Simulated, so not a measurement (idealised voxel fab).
Process module heading - voxel transistor to metal
The cross-section shown here is cut; it is 180 nm wide and divided into square cells measuring 5 nm on a side.
Just so we're on the same page, the cross-sections are grids of square cells, and they're listed out in bands top to bottom, each band one or more rows deep. Top, bottom (nm), then materials left to right with widths (nm); lone material tagged "all across" fills the whole band edge to edge; "empty" = empty space. The reference from which all heights are counted is 0, the level beneath which the as-received wafer is entirely one material; the lowest band, having no lower bound, proceeds downward and is written after the example "0 down". A width such as "30 to 40" changes by the same amount from each row of cells to the next, from the band's top row to its bottom row. Take "no alteration" at face value: in the step it is given for, the cross-section changed in none of its cells. The label "Sealed cavities" introduces a list of the empty spaces, 8 cells or larger, that have no open way up to the top; each entry in it reads width x height at distance, where the distance is taken from the left edge and all three are stated in nm. Heads up: the bit after the settings on a step's line is the simulator's remark on that step. When a step includes a mask, the "overlay nm" setting on its line states how far to the right of its planned place that mask lay, and negative values state how far to the left.
## So here's the lineup of process steps we planned
| 1 | RECEIVE | material Si |
| 2 | CONFORMAL_DEP | material SiO2 | thk nm 5 |
| 3 | CONFORMAL_DEP | material SiN | thk nm 10 |
| 4 | MASKED_ETCH | tone cover | mask id ACTIVE | width nm 115 | etch materials SiN | depth nm 10 | overlay nm 0 |
| 5 | MASKED_ETCH | tone cover | mask id ACTIVE | width nm 115 | etch materials SiO2 | depth nm 5 | overlay nm 0 |
| 6 | MASKED_ETCH | tone cover | mask id ACTIVE | width nm 115 | etch materials Si | depth nm 30 | overlay nm 0 |
| 7 | OXIDIZE | depth nm 5 |
| 8 | FILL_DEP | material SiO2 | thk nm 10 |
| 9 | CMP | height nm 15 |
| 10 | SELECTIVE_ETCH | etch materials SiO2 | depth nm 5 |
| 11 | STRIP | etch materials SiN |
| 12 | SELECTIVE_ETCH | etch materials SiO2 | depth nm 5 |
| 13 | OXIDIZE | depth nm 5 |
| 14 | DIRECTIONAL_DEP | material polySi | thk nm 30 |
| 15 | DIRECTIONAL_DEP | material SiCN | thk nm 15 |
| 16 | MASKED_ETCH | tone cover | mask id GATE | width nm 25 | etch materials SiCN | depth nm 25 | overlay nm 0 |
| 17 | MASKED_ETCH | tone cover | mask id GATE | width nm 25 | etch materials polySi | depth nm 40 | overlay nm 0 |
| 18 | CONFORMAL_DEP | material SiO2 | thk nm 5 |
| 19 | DIRECTIONAL_ETCH | etch materials SiO2 | depth nm 5 |
| 20 | CONFORMAL_DEP | material SiN | thk nm 10 |
| 21 | DIRECTIONAL_ETCH | etch materials SiN | depth nm 10 |
| 22 | DIRECTIONAL_ETCH | etch materials SiO2 | depth nm 5 |
| 23 | EPI | material SiGe | thk nm 5 |
| 24 | FILL_DEP | material SiO2 | thk nm 5 |
| 25 | CMP | height nm 45 |
| 26 | DIRECTIONAL_DEP | material SiO2 | thk nm 10 |
| 27 | PATTERN | tone open | mask id CONTACT | material resist | width nm 35 | pitch nm 70 | thk nm 15 | overlay nm 0 |
| 28 | DIRECTIONAL_ETCH | etch materials SiO2 | depth nm 55 |
| 29 | STRIP | etch materials resist |
| 30 | CONFORMAL_DEP | material TiN | thk nm 5 |
| 31 | FILL_DEP | material Ru | thk nm 10 |
| 32 | CMP | height nm 55 |
| 33 | CONFORMAL_DEP | material SiCN | thk nm 5 |
| 34 | DIRECTIONAL_DEP | material SiO2 | thk nm 25 |
| 35 | PATTERN | tone open | mask id METAL_1 | material resist | width nm 20 | pitch nm 85 | thk nm 15 | overlay nm 0 |
| 36 | DIRECTIONAL_ETCH | etch materials SiO2 | depth nm 25 |
| 37 | DIRECTIONAL_ETCH | etch materials SiCN | depth nm 5 |
| 38 | STRIP | etch materials resist |
| 39 | CONFORMAL_DEP | material TiN | thk nm 5 |
| 40 | FILL_DEP | material Ru | thk nm 5 |
| 41 | CMP | height nm 85 |
| 42 | CONFORMAL_DEP | material SiCN | thk nm 5 |
| 43 | DIRECTIONAL_DEP | material lowk | thk nm 30 |
| 44 | PATTERN | tone open | mask id METAL_2 | material resist | width nm 20 | pitch nm 85 | thk nm 15 | overlay nm 0 |
| 45 | DIRECTIONAL_ETCH | etch materials lowk | depth nm 15 |
| 46 | STRIP | etch materials resist |
| 47 | DIRECTIONAL_DEP | material aC | thk nm 10 |
| 48 | PATTERN | tone open | mask id METAL_2_HOLES | material resist | width nm 15 | pitch nm 85 | thk nm 25 | overlay nm 0 |
| 49 | DIRECTIONAL_ETCH | etch materials aC | depth nm 10 |
| 50 | STRIP | etch materials resist |
| 51 | DIRECTIONAL_ETCH | etch materials lowk | depth nm 15 |
| 52 | DIRECTIONAL_ETCH | etch materials SiCN | depth nm 5 |
| 53 | STRIP | etch materials aC |
| 54 | CONFORMAL_DEP | material TiN | thk nm 5 |
| 55 | FILL_DEP | material Ru | thk nm 5 |
| 56 | CMP | height nm 120 |
| 57 | CONFORMAL_DEP | material SiCN | thk nm 5 |
## Received-state cross-section, reflecting completion of step 1
- 0 down: Si all across
- Sealed cavities: none
## One mistake in running the module, otherwise start and plan as above: cross-section at the end
- 125 to 120: SiCN all across
- 120 to 110: lowk 35 nm, TiN 5 nm, Ru 10 nm, TiN 5 nm, lowk 65 nm, TiN 5 nm, Ru 10 nm, TiN 5 nm, lowk 40 nm
- 110 to 105: lowk 35 nm, TiN 5 nm, Ru 5 nm, TiN 10 nm, lowk 65 nm, TiN 5 nm, Ru 5 nm, TiN 10 nm, lowk 40 nm
- 105 to 90: lowk 35 nm, TiN 5 nm, Ru 5 nm, TiN 5 nm, lowk 70 nm, TiN 5 nm, Ru 5 nm, TiN 5 nm, lowk 45 nm
- 90 to 85: SiCN 35 nm, TiN 15 nm, SiCN 70 nm, TiN 15 nm, SiCN 45 nm
- 85 to 60: SiO2 35 nm, TiN 5 nm, Ru 10 nm, TiN 5 nm, SiO2 65 nm, TiN 5 nm, Ru 10 nm, TiN 5 nm, SiO2 40 nm
- 60 to 55: SiCN 35 nm, TiN 20 nm, SiCN 65 nm, TiN 20 nm, SiCN 40 nm
- 55 to 45: SiO2 35 nm, TiN 5 nm, Ru 25 nm, TiN 5 nm, SiO2 35 nm, TiN 5 nm, Ru 25 nm, TiN 5 nm, SiO2 40 nm
- 45 to 40: SiO2 35 nm, TiN 5 nm, Ru 15 nm, TiN 15 nm, SiO2 35 nm, TiN 15 nm, Ru 15 nm, TiN 5 nm, SiO2 40 nm
- 40 to 30: SiO2 35 nm, TiN 5 nm, Ru 15 nm, TiN 5 nm, SiN 10 nm, SiO2 5 nm, SiCN 25 nm, SiO2 5 nm, SiN 10 nm, TiN 5 nm, Ru 15 nm, TiN 5 nm, SiO2 40 nm
- 30 to 10: SiO2 35 nm, TiN 5 nm, Ru 15 nm, TiN 5 nm, SiN 10 nm, SiO2 5 nm, polySi 25 nm, SiO2 5 nm, SiN 10 nm, TiN 5 nm, Ru 15 nm, TiN 5 nm, SiO2 40 nm
- 10 to 5: SiO2 35 nm, TiN 10 nm, Ru 10 nm, TiN 5 nm, SiN 10 nm, SiO2 5 nm, polySi 25 nm, SiO2 5 nm, SiN 10 nm, TiN 5 nm, Ru 10 nm, TiN 10 nm, SiO2 40 nm
- 5 to 0: SiO2 30 nm, SiN 10 nm, TiN 20 nm, SiN 10 nm, SiO2 5 nm, polySi 25 nm, SiO2 5 nm, SiN 10 nm, TiN 20 nm, SiN 10 nm, SiO2 35 nm
- 0 to -5: SiO2 40 nm, SiGe 20 nm, SiO2 55 nm, SiGe 20 nm, SiO2 45 nm
- -5 to -35: SiO2 35 nm, Si 105 nm, SiO2 40 nm
- -35 down: Si all across
- Sealed cavities: none
Deviation noted in wafer processing: step 15 was run on a setting that differed from the plan, and what really ran there is DIRECTIONAL_DEP | material SiCN | thk nm 10
